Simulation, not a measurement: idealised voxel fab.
Title: Process Module voxel ribs on slabs
It is cross-section cut that appears here, measuring 280 nm in width, its square cells being 5 nm in size.
Cross-section format: a grid of square cells, given as bands from top to bottom; each band is one or more rows of cells. Band: top height; bottom height; in nm. Then, left to right: material with width in nm, for each material. "edge to edge": a single material spanning edge to edge. "air": empty space. Heights are expressed relative to 0, this being the level below which the as-received wafer comprises one material exclusively. The lowest band is unbounded in the downward direction and is denoted as in "0 down". When a width is written as two numbers, as in "30->40", the first number is the width in the top row of cells of the band and the second is the width in its bottom row, and the width changes by the same amount from each row to the next. Basically "stayed the same" means that step didn't change any cell in the cross-section. This entry, "Enclosed voids", enumerates those empty regions of no fewer than 8 cells that possess no open connection to the top. Each region is reported in the form width x height at distance, the distance being taken from the left edge, with all three quantities expressed in nm. It should be noted that, on the line of a given step, the content following the step's settings is a remark produced by the simulator itself with respect to that step. Each step line may optionally specify "overlay nm", which for a step with a mask gives the rightward distance between the mask's planned place and where it lay, a negative value indicating the leftward direction.
# This section lists the process steps that were planned
- 1: RECEIVE (material Si)
- 2: DIRECTIONAL_DEP (material SiO2; thk nm 25)
- 3: DIRECTIONAL_DEP (material polySi; thk nm 25)
- 4: MASKED_ETCH (tone cover; mask id RIB; width nm 25; etch materials polySi; depth nm 10; overlay nm 0)
- 5: DIRECTIONAL_DEP (material aC; thk nm 15)
- 6: PATTERN (tone cover; mask id SLAB; material resist; width nm 55; thk nm 35; overlay nm 0)
- 7: DIRECTIONAL_ETCH (etch materials aC; depth nm 15)
- 8: STRIP (etch materials resist)
- 9: DIRECTIONAL_ETCH (etch materials polySi; depth nm 15)
- 10: STRIP (etch materials aC)
- 11: FILL_DEP (material SiO2; thk nm 15)
- 12: CMP (height nm 60)
- 13: DIRECTIONAL_DEP (material TiN; thk nm 10)
- 14: MASKED_ETCH (tone cover; mask id HEATER; width nm 35; etch materials TiN; depth nm 10; overlay nm 0)
- 15: CONFORMAL_DEP (material SiN; thk nm 5)
# Cross-sectional view of the wafer in its as-received condition, corresponding to the state after step 1
0 down: Si edge to edge
Enclosed voids: none
# The plan above was carried out on the starting structure above with one mistake, and this cross-section shows the wafer at the end of the module
70 to 60: air=120; TiN=35; air=125
60 to 50: SiO2 edge to edge
50 to 40: SiO2=125; polySi=25; SiO2=130
40 to 25: SiO2=110; polySi=55; SiO2=115
25 to 0: SiO2 edge to edge
0 down: Si edge to edge
Enclosed voids: none
So what did we get wrong on this run? step 15 of the plan did not run at all; it was left out
